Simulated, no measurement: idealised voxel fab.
Title: Process Module voxel local oxidation
FYI the section here is cut, 175 nm wide, cells are 5 nm squares.
Bands, listed from the top down, are how a cross-section gets written in this document; the cross-section itself is a grid of square cells, and a band is one or more rows of them. Read a band's entry like this: the first values are the height of its top and the height of its bottom in nm, and what follows is the sequence of materials from left to right, each with its width in nm. Note that "empty" is empty space, and that a single material marked "edge to edge" reaches across the band from edge to edge. Heights are measured from 0, the level below which the as-received wafer is all one material; the lowest band has no bottom and continues downward, written as in "0 -> down". The notation "30->40" denotes a width that varies across the rows of cells in the band, beginning at the first number in the top row, finishing at the second number in the bottom row, and changing by an identical amount from each row to the next. Given "no modifications" for a step, no cell of the cross-section differs between before and after that step. Voids not open to the top, 8 cells minimum: see "Closed void entries". Written width x height at distance; distance is from the left edge; nm. If you see something after the settings on a step's line, that's the simulator's own remark about that step. Each step line may optionally specify "overlay nm", which for a step with a mask gives the rightward distance between the mask's planned place and where it lay, a negative value indicating the leftward direction.

So here's the lineup of process steps we planned
1: RECEIVE, material Si
2: OXIDIZE, depth nm 5
3: CONFORMAL_DEP, material SiN, thk nm 15
4: PATTERN, tone cover, mask id ACTIVE, material resist, width nm 105, thk nm 15, overlay nm 0
5: DIRECTIONAL_ETCH, etch materials SiN, depth nm 15
6: STRIP, etch materials resist
7: SELECTIVE_ETCH, etch materials SiO2, depth nm 5
8: OXIDIZE, depth nm 10
9: STRIP, etch materials SiN

The first wafer of two, processed as planned

So this is the incoming wafer in cross-section - it's already been through step 1
0 -> down = Si edge to edge
Closed void entries: none

The wafer in cross-section once step 2 is complete
0 -> -5 = SiO2 edge to edge
Whatever lies below -5 is exactly as it was before.

The wafer in cross-section once step 3 is complete
15 -> 0 = SiN edge to edge
Whatever lies below 0 is exactly as it was before.

The wafer in cross-section once step 4 is complete
30 -> 15 = 35 of empty  105 of resist  35 of empty
Whatever lies below 15 is exactly as it was before.

The wafer in cross-section once step 5 is complete
30 -> 15 = 35 of empty  105 of resist  35 of empty
15 -> 0 = 35 of empty  105 of SiN  35 of empty
Whatever lies below 0 is exactly as it was before.

The wafer in cross-section once step 6 is complete
15 -> 0 = 35 of empty  105 of SiN  35 of empty
Whatever lies below 0 is exactly as it was before.

The wafer in cross-section once step 7 is complete
15 -> 0 = 35 of empty  105 of SiN  35 of empty
0 -> -5 = 40 of empty  95 of SiO2  40 of empty
Whatever lies below -5 is exactly as it was before.

The wafer in cross-section once step 8 is complete
15 -> 0 = 35 of empty  105 of SiN  35 of empty
0 -> -5 = 40 of empty  95 of SiO2  40 of empty
-5 -> -15 = 50 of SiO2  75 of Si  50 of SiO2
Whatever lies below -15 is exactly as it was before.

The wafer in cross-section once step 9 is complete
0 -> -5 = 40 of empty  95 of SiO2  40 of empty
Whatever lies below -5 is exactly as it was before.

The second wafer: identical to the first at the outset and in its planned sequence, differing only in that one mistake was made during processing; up to and including step 1, its path is the first wafer's path

Second wafer, cut view, end of step 2 per plan
0 -> -10 = SiO2 edge to edge
Whatever lies below -10 is exactly as it was before.

Second wafer, cut view, end of step 3 per plan
15 -> 0 = SiN edge to edge
Whatever lies below 0 is exactly as it was before.

Second wafer, cut view, end of step 4 per plan
30 -> 15 = 35 of empty  105 of resist  35 of empty
Whatever lies below 15 is exactly as it was before.

Second wafer, cut view, end of step 5 per plan
30 -> 15 = 35 of empty  105 of resist  35 of empty
15 -> 0 = 35 of empty  105 of SiN  35 of empty
Whatever lies below 0 is exactly as it was before.

Second wafer, cut view, end of step 6 per plan
15 -> 0 = 35 of empty  105 of SiN  35 of empty
Whatever lies below 0 is exactly as it was before.

Second wafer, cut view, end of step 7 per plan
15 -> 0 = 35 of empty  105 of SiN  35 of empty
0 -> -5 = 40 of empty  95 of SiO2  40 of empty
Whatever lies below -5 is exactly as it was before.

Second wafer, cut view, end of step 8 per plan: no modifications

Second wafer, cut view, end of step 9 per plan
0 -> -5 = 40 of empty  95 of SiO2  40 of empty
Whatever lies below -5 is exactly as it was before.
Run error: planned and actual differ for step 2; actual: OXIDIZE, depth nm 10
Final comparison by cell count, materials where the second wafer has more or fewer than the first: 5 more of Si; 5 fewer of SiO2
